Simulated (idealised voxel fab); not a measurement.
The process module that follows is named voxel transistor to metal.
Shown is cross-section cut, with a width of 205 nm and square cells of size 5 nm.
A cross-section in this document is a grid of square cells, and it is written down as bands, the top band listed before the ones below it; a band is made up of one or more rows of cells. Band: top height; bottom height; in nm. Then, left to right: material with width in nm, for each material. "throughout": a single material spanning edge to edge. "air": empty space. Heights are reckoned from 0. Under this level, the received wafer is all of one material. The bottommost band is open-ended downward, for example "0..down". A two-number width, for instance "30 to 40", indicates that the width is equal to the first number in the top row of the band and to the second number in the bottom row, and that it changes by a constant amount per row of cells. "all unchanged" -> step changed no cross-section cell. "Unvented cavities": sealed empty spaces, 8 cells or more, no open way to top, listed width x height at distance, with distance from the left edge and width, height and distance in nm. What comes after the settings on a step's line is commentary from the simulator itself on that step. On any step carrying a mask, the "overlay nm" setting, if present on the step's line, tells how far right of its planned place the mask lay; negative values point to the left.
[Listed below are the process steps as planned]
1: RECEIVE [material Si]
2: CONFORMAL_DEP [material SiO2] [thk nm 5]
3: CONFORMAL_DEP [material SiN] [thk nm 10]
4: DIRECTIONAL_DEP [material aC] [thk nm 15]
5: PATTERN [tone cover] [mask id ACTIVE] [material resist] [width nm 110] [thk nm 35] [overlay nm 0]
6: DIRECTIONAL_ETCH [etch materials aC] [depth nm 15]
7: STRIP [etch materials resist]
8: DIRECTIONAL_ETCH [etch materials SiN] [depth nm 10]
9: DIRECTIONAL_ETCH [etch materials SiO2] [depth nm 5]
10: DIRECTIONAL_ETCH [etch materials Si] [depth nm 35]
11: STRIP [etch materials aC]
12: OXIDIZE [depth nm 5]
13: FILL_DEP [material SiO2] [thk nm 10]
14: CMP [height nm 15]
15: SELECTIVE_ETCH [etch materials SiO2] [depth nm 10]
16: STRIP [etch materials SiN]
17: SELECTIVE_ETCH [etch materials SiO2] [depth nm 5]
18: OXIDIZE [depth nm 5]
19: DIRECTIONAL_DEP [material polySi] [thk nm 25]
20: DIRECTIONAL_DEP [material SiCN] [thk nm 10]
21: DIRECTIONAL_DEP [material aC] [thk nm 10]
22: PATTERN [tone cover] [mask id GATE] [material resist] [width nm 20] [thk nm 25] [overlay nm 0]
23: DIRECTIONAL_ETCH [etch materials aC] [depth nm 10]
24: STRIP [etch materials resist]
25: DIRECTIONAL_ETCH [etch materials SiCN] [depth nm 20]
26: DIRECTIONAL_ETCH [etch materials polySi] [depth nm 35]
27: STRIP [etch materials aC]
28: CONFORMAL_DEP [material SiO2] [thk nm 5]
29: DIRECTIONAL_ETCH [etch materials SiO2] [depth nm 5]
30: CONFORMAL_DEP [material SiN] [thk nm 10]
31: DIRECTIONAL_ETCH [etch materials SiN] [depth nm 10]
32: DIRECTIONAL_ETCH [etch materials SiO2] [depth nm 5]
33: EPI [material pSi] [thk nm 5]
34: FILL_DEP [material SiO2] [thk nm 10]
35: CMP [height nm 35]
36: DIRECTIONAL_DEP [material SiO2] [thk nm 15]
37: MASKED_ETCH [tone open] [mask id CONTACT] [width nm 30] [pitch nm 60] [etch materials SiO2] [depth nm 50] [overlay nm 0]
38: CONFORMAL_DEP [material TiN] [thk nm 5]
39: FILL_DEP [material Ru] [thk nm 5]
40: CMP [height nm 50]
41: CONFORMAL_DEP [material SiCN] [thk nm 5]
42: DIRECTIONAL_DEP [material SiO2] [thk nm 15]
43: MASKED_ETCH [tone open] [mask id METAL_1] [width nm 15] [pitch nm 75] [etch materials SiO2] [depth nm 15] [overlay nm 0]
44: MASKED_ETCH [tone open] [mask id METAL_1] [width nm 15] [pitch nm 75] [etch materials SiCN] [depth nm 5] [overlay nm 0]
45: CONFORMAL_DEP [material TiN] [thk nm 5]
46: FILL_DEP [material Ru] [thk nm 10]
47: CMP [height nm 70]
48: CONFORMAL_DEP [material SiCN] [thk nm 5]
49: DIRECTIONAL_DEP [material SiO2] [thk nm 30]
50: PATTERN [tone open] [mask id METAL_2] [material resist] [width nm 15] [pitch nm 75] [thk nm 15] [overlay nm 0]
51: DIRECTIONAL_ETCH [etch materials SiO2] [depth nm 20]
52: STRIP [etch materials resist]
53: MASKED_ETCH [tone open] [mask id METAL_2_HOLES] [width nm 15] [pitch nm 75] [etch materials SiO2] [depth nm 10] [overlay nm 0]
54: MASKED_ETCH [tone open] [mask id METAL_2_HOLES] [width nm 15] [pitch nm 75] [etch materials SiCN] [depth nm 5] [overlay nm 0]
55: CONFORMAL_DEP [material TiN] [thk nm 5]
56: FILL_DEP [material Ru] [thk nm 10]
57: CMP [height nm 105]
58: CONFORMAL_DEP [material SiCN] [thk nm 5]
[As received (post step 1): cross-section]
    0..down = Si throughout
    Unvented cavities: none
[First of two wafers at the end of the module, shown in cross-section; run carried out as planned]
    110..105 = SiCN throughout
    105..75 = SiO2 55 / TiN 5 / Ru 5 / TiN 5 / SiO2 60 / TiN 5 / Ru 5 / TiN 5 / SiO2 60
    75..70 = SiCN 55 / TiN 15 / SiCN 60 / TiN 15 / SiCN 60
    70..55 = SiO2 55 / TiN 5 / Ru 5 / TiN 5 / SiO2 60 / TiN 5 / Ru 5 / TiN 5 / SiO2 60
    55..50 = SiCN 55 / TiN 15 / SiCN 60 / TiN 15 / SiCN 60
    50..40 = SiO2 55 / TiN 5 / Ru 20 / TiN 5 / SiO2 30 / TiN 5 / Ru 20 / TiN 5 / SiO2 60
    40..35 = SiO2 55 / TiN 5 / Ru 10 / TiN 15 / SiO2 30 / TiN 15 / Ru 10 / TiN 5 / SiO2 60
    35..25 = SiO2 55 / TiN 5 / Ru 10 / TiN 5 / SiN 10 / SiO2 5 / SiCN 20 / SiO2 5 / SiN 10 / TiN 5 / Ru 10 / TiN 5 / SiO2 60
    25..5 = SiO2 55 / TiN 5 / Ru 10 / TiN 5 / SiN 10 / SiO2 5 / polySi 20 / SiO2 5 / SiN 10 / TiN 5 / Ru 10 / TiN 5 / SiO2 60
    5..0 = SiO2 55 / TiN 20 / SiN 10 / SiO2 5 / polySi 20 / SiO2 5 / SiN 10 / TiN 20 / SiO2 60
    0..-5 = SiO2 45 / pSi 30 / SiO2 50 / pSi 30 / SiO2 50
    -5..-40 = SiO2 50 / Si 100 / SiO2 55
    -40..down = Si throughout
    Unvented cavities: none
[Cross-sectional view: second of two wafers, end of module; start and plan identical to the first, one mistake in running]
    110..105 = SiCN throughout
    105..75 = SiO2 55 / TiN 5 / Ru 5 / TiN 5 / SiO2 60 / TiN 5 / Ru 5 / TiN 5 / SiO2 60
    75..70 = SiCN 55 / TiN 15 / SiCN 60 / TiN 15 / SiCN 60
    70..60 = Ru throughout
    60..55 = TiN 60 / Ru 5 / TiN 70 / Ru 5 / TiN 65
    55..50 = SiCN 55 / TiN 15 / SiCN 60 / TiN 15 / SiCN 60
    50..40 = SiO2 55 / TiN 5 / Ru 20 / TiN 5 / SiO2 30 / TiN 5 / Ru 20 / TiN 5 / SiO2 60
    40..35 = SiO2 55 / TiN 5 / Ru 10 / TiN 15 / SiO2 30 / TiN 15 / Ru 10 / TiN 5 / SiO2 60
    35..25 = SiO2 55 / TiN 5 / Ru 10 / TiN 5 / SiN 10 / SiO2 5 / SiCN 20 / SiO2 5 / SiN 10 / TiN 5 / Ru 10 / TiN 5 / SiO2 60
    25..5 = SiO2 55 / TiN 5 / Ru 10 / TiN 5 / SiN 10 / SiO2 5 / polySi 20 / SiO2 5 / SiN 10 / TiN 5 / Ru 10 / TiN 5 / SiO2 60
    5..0 = SiO2 55 / TiN 20 / SiN 10 / SiO2 5 / polySi 20 / SiO2 5 / SiN 10 / TiN 20 / SiO2 60
    0..-5 = SiO2 45 / pSi 30 / SiO2 50 / pSi 30 / SiO2 50
    -5..-40 = SiO2 50 / Si 100 / SiO2 55
    -40..down = Si throughout
    Unvented cavities: none
Here's what went sideways: with respect to the plan, step 42 was omitted and not executed
End check, counted in cells, second wafer has more or fewer of these materials than the first: 78 more of Ru, 105 fewer of SiO2, 27 more of TiN
